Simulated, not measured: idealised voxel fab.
process module | voxel trench capacitor
cross-section cut | 230 nm wide | cells 5 nm
A cross-section is a grid of square cells, given in bands from the top down. A band is one or more rows of cells.
Each band's line starts with the height of the band's top and of its bottom, in nm. Then come its materials from left to right, each with its width in nm. One material with "throughout" fills the band from edge to edge. "air" is empty space.
Height 0 is the level under which the wafer as received is all one material. The lowest band goes on downwards, as in "0 down".
A width such as "30 to 40" changes by the same amount from each row of cells to the next, from the band's top row to its bottom row.
"no change" after a step means that no cell of the cross-section changed.
closed voids: empty space of 8 cells or more with no open way to the top, each as width x height at its distance from the left edge, in nm
after a step's settings: what the simulator itself notes on the step
overlay nm, on a step with a mask: how far to the right of its planned place the mask lay; to the left if negative
plan
1 op RECEIVE | material Si
2 op CONFORMAL_DEP | material SiN | thk nm 10
3 op PATTERN | tone open | mask id TRENCH | material resist | width nm 25 | pitch nm 55 | thk nm 15 | overlay nm 0
4 op DIRECTIONAL_ETCH | etch materials SiN | depth nm 10
5 op DIRECTIONAL_ETCH | etch materials Si | depth nm 30
6 op STRIP | etch materials resist
7 op CONFORMAL_DEP | material Al2O3 | thk nm 5
8 op FILL_DEP | material polySi | thk nm 10
9 op CMP | height nm 10
as received, after step 1
  0 down: Si throughout
  closed voids: none
first wafer at the end, as planned
  10 to 0: SiN 45 | Al2O3 5 | polySi 15 | Al2O3 5 | SiN 30 | Al2O3 5 | polySi 15 | Al2O3 5 | SiN 30 | Al2O3 5 | polySi 15 | Al2O3 5 | SiN 50
  0 to -25: Si 45 | Al2O3 5 | polySi 15 | Al2O3 5 | Si 30 | Al2O3 5 | polySi 15 | Al2O3 5 | Si 30 | Al2O3 5 | polySi 15 | Al2O3 5 | Si 50
  -25 to -30: Si 45 | Al2O3 25 | Si 30 | Al2O3 25 | Si 30 | Al2O3 25 | Si 50
  -30 down: Si throughout
  closed voids: none
second wafer at the end: like start, like plan, one mistake
  10 to 0: SiN 45 | Al2O3 5 | polySi 15 | Al2O3 5 | SiN 30 | Al2O3 5 | polySi 15 | Al2O3 5 | SiN 30 | Al2O3 5 | polySi 15 | Al2O3 5 | SiN 50
  0 to -15: Si 45 | Al2O3 5 | polySi 15 | Al2O3 5 | Si 30 | Al2O3 5 | polySi 15 | Al2O3 5 | Si 30 | Al2O3 5 | polySi 15 | Al2O3 5 | Si 50
  -15 to -20: Si 45 | Al2O3 25 | Si 30 | Al2O3 25 | Si 30 | Al2O3 25 | Si 50
  -20 down: Si throughout
  closed voids: none
what went wrong: step 5 ran as: op DIRECTIONAL_ETCH | etch materials Si | depth nm 20
at the end the second wafer has, in cells: 12 fewer of Al2O3 | 30 more of Si | 18 fewer of polySi
